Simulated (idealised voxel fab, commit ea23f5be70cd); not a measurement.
Title: Process Module voxel self aligned vias
FYI the section here is cut, 285 nm wide, cells are 5 nm squares.
When this document writes out a cross-section, it uses a grid of square cells and lists it as bands, beginning at the top and moving down, with a band standing for one or more rows of cells. Read a band's entry like this: the first values are the height of its top and the height of its bottom in nm, and what follows is the sequence of materials from left to right, each with its width in nm. Note that "blank" is empty space, and that a single material marked "throughout" reaches across the band from edge to edge. Height datum 0, below which the as-received substrate wafer is one material. Lowest band open at the bottom, running downward: "0 nm and below". Width: "30 to 40" (first number = top row, second number = bottom row, same change from row to row of cells). Any step labelled "stayed the same" changed none of the cells in the cross-section. Entry "Completely sealed voids". Content: empty spaces with no open connection to the top, size 8 cells or greater. Each: width x height at distance. Distance: from left edge. Unit: nm. Step line, after settings: the simulator's comment on this step. On any step carrying a mask, the "overlay nm" setting, if present on the step's line, tells how far right of its planned place the mask lay; negative values point to the left.

[The steps planned for the process are as follows]
1 RECEIVE,material Si
2 CONFORMAL_DEP,material SiO2,thk nm 15
3 CONFORMAL_DEP,material SiCN,thk nm 5
4 DIRECTIONAL_DEP,material SiO2,thk nm 20
5 PATTERN,tone open,mask id LINES,material resist,width nm 20,pitch nm 45,thk nm 15,overlay nm 0
6 DIRECTIONAL_ETCH,etch materials SiO2,depth nm 20
7 STRIP,etch materials resist
8 CONFORMAL_DEP,material TiN,thk nm 5
9 FILL_DEP,material W,thk nm 5
10 CMP,height nm 40
11 SELECTIVE_ETCH,etch materials W Ru TiN,depth nm 5
12 FILL_DEP,material SiN,thk nm 10
13 CMP,height nm 40
14 DIRECTIONAL_DEP,material SiO2,thk nm 15
15 DIRECTIONAL_DEP,material aC,thk nm 15
16 PATTERN,tone open,mask id VIAS,material resist,width nm 30,thk nm 30,overlay nm 0
17 DIRECTIONAL_ETCH,etch materials aC,depth nm 15
18 STRIP,etch materials resist
19 DIRECTIONAL_ETCH,etch materials SiO2,depth nm 15
20 DIRECTIONAL_ETCH,etch materials SiN,depth nm 5
21 STRIP,etch materials aC
22 CONFORMAL_DEP,material TiN,thk nm 5
23 FILL_DEP,material W,thk nm 5
24 CMP,height nm 55
25 CONFORMAL_DEP,material SiN,thk nm 5

[Wafer as received: cross-section following step 1]
- 0 nm and below = Si throughout
- Completely sealed voids: none

[Here's the cross-section of the first of our two wafers at the end of the module - it ran as planned]
- 60 nm to 55 nm = SiN throughout
- 55 nm to 45 nm = 105 SiO2 / 5 TiN / 20 W / 5 TiN / 150 SiO2
- 45 nm to 40 nm = 105 SiO2 / 10 TiN / 10 W / 10 TiN / 150 SiO2
- 40 nm to 35 nm = 110 SiO2 / 20 TiN / 25 SiO2 / 20 SiN / 110 SiO2
- 35 nm to 25 nm = 110 SiO2 / 5 TiN / 10 W / 5 TiN / 25 SiO2 / 5 TiN / 10 W / 5 TiN / 110 SiO2
- 25 nm to 20 nm = 110 SiO2 / 20 TiN / 25 SiO2 / 20 TiN / 110 SiO2
- 20 nm to 15 nm = SiCN throughout
- 15 nm to 0 nm = SiO2 throughout
- 0 nm and below = Si throughout
- Completely sealed voids: none

[Cross-sectional view of the second of two wafers upon completion of the module. This wafer shared its starting condition and process plan with the first; one error was made during its execution]
- 60 nm to 55 nm = SiN throughout
- 55 nm to 45 nm = 110 SiO2 / 5 TiN / 20 W / 5 TiN / 145 SiO2
- 45 nm to 40 nm = 110 SiO2 / 5 TiN / 10 W / 15 TiN / 145 SiO2
- 40 nm to 35 nm = 110 SiO2 / 20 TiN / 25 SiO2 / 20 SiN / 110 SiO2
- 35 nm to 25 nm = 110 SiO2 / 5 TiN / 10 W / 5 TiN / 25 SiO2 / 5 TiN / 10 W / 5 TiN / 110 SiO2
- 25 nm to 20 nm = 110 SiO2 / 20 TiN / 25 SiO2 / 20 TiN / 110 SiO2
- 20 nm to 15 nm = SiCN throughout
- 15 nm to 0 nm = SiO2 throughout
- 0 nm and below = Si throughout
- Completely sealed voids: none
what went wrong: not per plan at step 16, really ran PATTERN,tone open,mask id VIAS,material resist,width nm 30,thk nm 30,overlay nm 5
At the close, every material occupies the same number of cells on the second wafer as on the first, only in different positions.
